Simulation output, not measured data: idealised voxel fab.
The following process module bears the name voxel released beams.
It is cross-section cut that appears here, measuring 245 nm in width, its square cells being 5 nm in size.
A cross-section is written here as square cells arranged in a grid, and it is given in bands from the top down, each band taking up one or more rows of cells.
For a band, the entry starts with two heights in nm, that of the top and then that of the bottom, and carries on with the band's materials in order from left to right, each alongside its width in nm; the word "throughout" beside a single material means it fills the band edge to edge, and "air" means empty space.
Zero point of the height axis is 0; under it, received wafer = one material. Lowest band: continues down indefinitely, "from 0 down".
The width entry "30..40" should be interpreted row by row: the top row of cells in the band takes the first number, the bottom row takes the second number, and the change between adjacent rows is uniform throughout.
The designation "changes: none", where it is given for a processing step, indicates that no cell of the cross-section was altered in the course of that step.
"Entrapped voids" means: voids of 8 cells or more that are shut off from the top with no open way through. Written width x height at distance, distance from the left edge, in nm.
Heads up: the bit after the settings on a step's line is the simulator's remark on that step.
overlay nm: where the mask lay relative to plan, measured to the right, on steps with a mask; negatives go left.

List of planned process steps:
1. RECEIVE (material Si)
2. CONFORMAL_DEP (material Al2O3; thk nm 5)
3. DIRECTIONAL_DEP (material SiO2; thk nm 15)
4. MASKED_ETCH (tone open; mask id ANCHOR; width nm 25; etch materials SiO2; depth nm 15; overlay nm 0)
5. CONFORMAL_DEP (material polySi; thk nm 10)
6. MASKED_ETCH (tone cover; mask id BEAM; width nm 70; etch materials polySi; depth nm 10; overlay nm -15)
7. STRIP (etch materials SiO2)
The wafers in this document start out alike and differ in the overlay nm applied at step 6; the plan shows the value used for the first wafer.

Step 1 complete: as-received cross-section of the first of several wafers:
from 0 down  Si throughout
Entrapped voids: none

Note: the following table is arranged by wafer, a row apiece. Each row reports the end-of-module state: per material, cells gained (+) or cells lost (-) compared with the wafer as received; closed voids follow:
overlay nm -15, +49 Al2O3, +40 polySi, Entrapped voids: none
overlay nm -10, +49 Al2O3, +40 polySi, Entrapped voids: none
overlay nm -5, +49 Al2O3, +40 polySi, Entrapped voids: none
overlay nm 0, +49 Al2O3, +40 polySi, Entrapped voids: none
overlay nm 5, +49 Al2O3, +40 polySi, Entrapped voids: none
overlay nm 10, +49 Al2O3, +40 polySi, Entrapped voids: none
overlay nm 15, +49 Al2O3, +40 polySi, Entrapped voids: none
